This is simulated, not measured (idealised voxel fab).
Module name: voxel capacitor over wiring (process module)
The width of the displayed cross-section, cut, is 145 nm; its cells are square, with a size of 5 nm.
In this document a cross-section is written as a grid of square cells. It is given as a series of bands, listed from the top down, and a band is one or more rows of cells.
Quick guide to a band line: top height, bottom height (nm) up front; then every material left to right with its width in nm. Only one material and it's marked "everywhere"? Then it fills the band edge to edge. And "blank" just means empty space.
Basically, 0 is our baseline, since under it the wafer straight out of the box is all one material. The bottom band has no lower end and keeps on going down, so it looks like "0 down".
Read "30->40" as a graded width: first number on top, second number at the bottom, same change between each pair of neighbouring rows.
Key: "identical to before" - step with no changed cell in the cross-section.
In the "Voids, fully enclosed" entry, you get each enclosed empty space of 8 cells or more, one with no open way to the top, written width x height at distance, distance from the left edge, in nm.
The remark found on a step's line after its settings is issued by the simulator itself and pertains to that step.
"overlay nm" answers the question of how far to the right of plan the mask lay on a step that has a mask, and when it is negative the answer is to the left.

Process steps - plan:
| 1 | RECEIVE, material Si |
| 2 | CONFORMAL_DEP, material SiO2, thk nm 15 |
| 3 | CONFORMAL_DEP, material SiCN, thk nm 5 |
| 4 | DIRECTIONAL_DEP, material lowk, thk nm 15 |
| 5 | PATTERN, tone open, mask id METAL_1, material resist, width nm 25, pitch nm 90, thk nm 15, overlay nm 0 |
| 6 | DIRECTIONAL_ETCH, etch materials lowk, depth nm 15 |
| 7 | DIRECTIONAL_ETCH, etch materials SiCN, depth nm 5 |
| 8 | STRIP, etch materials resist |
| 9 | CONFORMAL_DEP, material TiN, thk nm 5 |
| 10 | FILL_DEP, material Ru, thk nm 5 |
| 11 | CMP, height nm 35 |
| 12 | EPI, material Ru, thk nm 5 |
| 13 | FILL_DEP, material SiCN, thk nm 5 |
| 14 | DIRECTIONAL_DEP, material lowk, thk nm 10 |
| 15 | MASKED_ETCH, tone open, mask id PLUG_1, width nm 15, etch materials lowk, depth nm 10, overlay nm 0 |
| 16 | MASKED_ETCH, tone open, mask id PLUG_1, width nm 15, etch materials SiCN, depth nm 5, overlay nm 0 |
| 17 | CONFORMAL_DEP, material TiN, thk nm 5 |
| 18 | FILL_DEP, material Ru, thk nm 5 |
| 19 | CMP, height nm 55 |
| 20 | DIRECTIONAL_DEP, material TiN, thk nm 10 |
| 21 | DIRECTIONAL_DEP, material SiN, thk nm 5 |
| 22 | DIRECTIONAL_DEP, material TiN, thk nm 5 |
| 23 | PATTERN, tone cover, mask id UPPER_PLATE, material resist, width nm 70, thk nm 20, overlay nm 0 |
| 24 | DIRECTIONAL_ETCH, etch materials TiN, depth nm 5 |
| 25 | DIRECTIONAL_ETCH, etch materials SiN, depth nm 5 |
| 26 | STRIP, etch materials resist |
| 27 | MASKED_ETCH, tone cover, mask id LOWER_PLATE, width nm 80, etch materials TiN, depth nm 10, overlay nm 0 |
| 28 | FILL_DEP, material SiO2, thk nm 15 |
| 29 | CMP, height nm 85 |
| 30 | PATTERN, tone open, mask id PLUG_2, material resist, width nm 15, thk nm 20, overlay nm 0 |
| 31 | DIRECTIONAL_ETCH, etch materials SiO2, depth nm 10 |
| 32 | STRIP, etch materials resist |
| 33 | CONFORMAL_DEP, material TiN, thk nm 5 |
| 34 | FILL_DEP, material Ru, thk nm 10 |
| 35 | CMP, height nm 85 |
| 36 | CONFORMAL_DEP, material SiCN, thk nm 5 |

Delivered wafer in cross-section: state after step 1:
* 0 down = Si everywhere
* Voids, fully enclosed: none

End-of-module cross-section of the first of two wafers, processed as planned:
* 90 to 85 = SiCN everywhere
* 85 to 80 = 35 of SiO2; 5 of TiN; 5 of Ru; 5 of TiN; 95 of SiO2
* 80 to 70 = 35->25 of SiO2; 15->70 of TiN; 95->50 of SiO2
* 70 to 65 = 25 of SiO2; 70 of SiN; 50 of SiO2
* 65 to 55 = 20 of SiO2; 80 of TiN; 45 of SiO2
* 55 to 45 = 25 of lowk; 5 of TiN; 5 of Ru; 5 of TiN; 105 of lowk
* 45 to 40 = 25 of SiCN; 15 of TiN; 105 of SiCN
* 40 to 35 = 10 of SiCN; 35 of Ru; 55 of SiCN; 35 of Ru; 10 of SiCN
* 35 to 20 = 15 of lowk; 5 of TiN; 15 of Ru; 5 of TiN; 65 of lowk; 5 of TiN; 15 of Ru; 5 of TiN; 15 of lowk
* 20 to 15 = 15 of SiCN; 25 of TiN; 65 of SiCN; 25 of TiN; 15 of SiCN
* 15 to 0 = SiO2 everywhere
* 0 down = Si everywhere
* Voids, fully enclosed: none

So this is wafer number two of the two, cut at the end of the module - it started where the first did and had the same plan, we just got one thing wrong running it:
* 90 to 85 = SiCN everywhere
* 85 to 80 = 35 of SiO2; 5 of TiN; 5 of Ru; 5 of TiN; 95 of SiO2
* 80 to 75 = 35 of SiO2; 15 of TiN; 95 of SiO2
* 75 to 70 = SiO2 everywhere
* 70 to 65 = 25 of SiO2; 70 of SiN; 50 of SiO2
* 65 to 55 = 20 of TiN; 5 of SiO2; 70 of TiN; 5 of SiO2; 45 of TiN
* 55 to 45 = 25 of lowk; 5 of TiN; 5 of Ru; 5 of TiN; 105 of lowk
* 45 to 40 = 25 of SiCN; 15 of TiN; 105 of SiCN
* 40 to 35 = 10 of SiCN; 35 of Ru; 55 of SiCN; 35 of Ru; 10 of SiCN
* 35 to 20 = 15 of lowk; 5 of TiN; 15 of Ru; 5 of TiN; 65 of lowk; 5 of TiN; 15 of Ru; 5 of TiN; 15 of lowk
* 20 to 15 = 15 of SiCN; 25 of TiN; 65 of SiCN; 25 of TiN; 15 of SiCN
* 15 to 0 = SiO2 everywhere
* 0 down = Si everywhere
* Voids, fully enclosed: none
Processing error: heads up, step 27 didn't go per plan, it actually ran as MASKED_ETCH, tone open, mask id LOWER_PLATE, width nm 80, etch materials TiN, depth nm 10, overlay nm 0
Counted in cells at the end, the second wafer holds more or fewer of these materials than the first: SiO2: 8 fewer; TiN: 8 more
